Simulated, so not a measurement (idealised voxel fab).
process module | voxel gate over fins
cross-section cut | 265 nm wide | cells 5 nm
A cross-section is a grid of square cells, given in bands from the top down. A band is one or more rows of cells.
Each band's line starts with the height of the band's top and of its bottom, in nm. Then come its materials from left to right, each with its width in nm. One material with "throughout" fills the band from edge to edge. "air" is empty space.
Height 0 is the level under which the wafer as received is all one material. The lowest band goes on downwards, as in "0 down".
A width such as "30 to 40" changes by the same amount from each row of cells to the next, from the band's top row to its bottom row.
"no change" after a step means that no cell of the cross-section changed.
closed voids: empty space of 8 cells or more with no open way to the top, each as width x height at its distance from the left edge, in nm
after a step's settings: what the simulator itself notes on the step
overlay nm, on a step with a mask: how far to the right of its planned place the mask lay; to the left if negative
plan
1 op RECEIVE | material Si
2 op CONFORMAL_DEP | material SiN | thk nm 5
3 op MASKED_ETCH | tone cover | mask id FINS | width nm 15 | pitch nm 50 | etch materials SiN | depth nm 5 | overlay nm 0
4 op MASKED_ETCH | tone cover | mask id FINS | width nm 15 | pitch nm 50 | etch materials Si | depth nm 35 | overlay nm 0
5 op FILL_DEP | material SiO2 | thk nm 5
6 op CMP | height nm 5
7 op DIRECTIONAL_DEP | material aC | thk nm 5
8 op PATTERN | tone open | mask id RAIL | material resist | width nm 15 | thk nm 35 | overlay nm 0
9 op DIRECTIONAL_ETCH | etch materials aC | depth nm 15
10 op STRIP | etch materials resist
11 op DIRECTIONAL_ETCH | etch materials SiO2 | depth nm 35
12 op STRIP | etch materials aC
13 op CONFORMAL_DEP | material TiN | thk nm 5
14 op FILL_DEP | material W | thk nm 5
15 op CMP | height nm 5
16 op SELECTIVE_ETCH | etch materials W Ru TiN | depth nm 30
17 op FILL_DEP | material SiO2 | thk nm 5
18 op CMP | height nm 5
19 op SELECTIVE_ETCH | etch materials SiO2 | depth nm 20
20 op STRIP | etch materials SiN
21 op CONFORMAL_DEP | material HfO2 | thk nm 5
22 op CONFORMAL_DEP | material TiN | thk nm 5
23 op FILL_DEP | material W | thk nm 15
24 op CMP | height nm 20
25 op CONFORMAL_DEP | material SiN | thk nm 10
varied across the wafers: thk nm of step 7. The plan shows the first wafer's value. All wafers start alike
first wafer as received, after step 1
  0 down: Si throughout
  closed voids: none
each wafer at the end: cells of each material gained (+) or lost (-) since it was received, then its closed voids
thk nm 5 | +71 HfO2 | -308 Si | +106 SiN | +173 SiO2 | +74 TiN | +202 W | closed voids: none
thk nm 10 | +71 HfO2 | -308 Si | +106 SiN | +173 SiO2 | +74 TiN | +202 W | closed voids: none
thk nm 15 | +71 HfO2 | -308 Si | +106 SiN | +173 SiO2 | +74 TiN | +202 W | closed voids: none
thk nm 20 | +71 HfO2 | -308 Si | +106 SiN | +176 SiO2 | +71 TiN | +202 W | closed voids: none
thk nm 25 | +71 HfO2 | -308 Si | +106 SiN | +176 SiO2 | +71 TiN | +202 W | closed voids: none
thk nm 30 | +71 HfO2 | -308 Si | +106 SiN | +176 SiO2 | +71 TiN | +202 W | closed voids: none
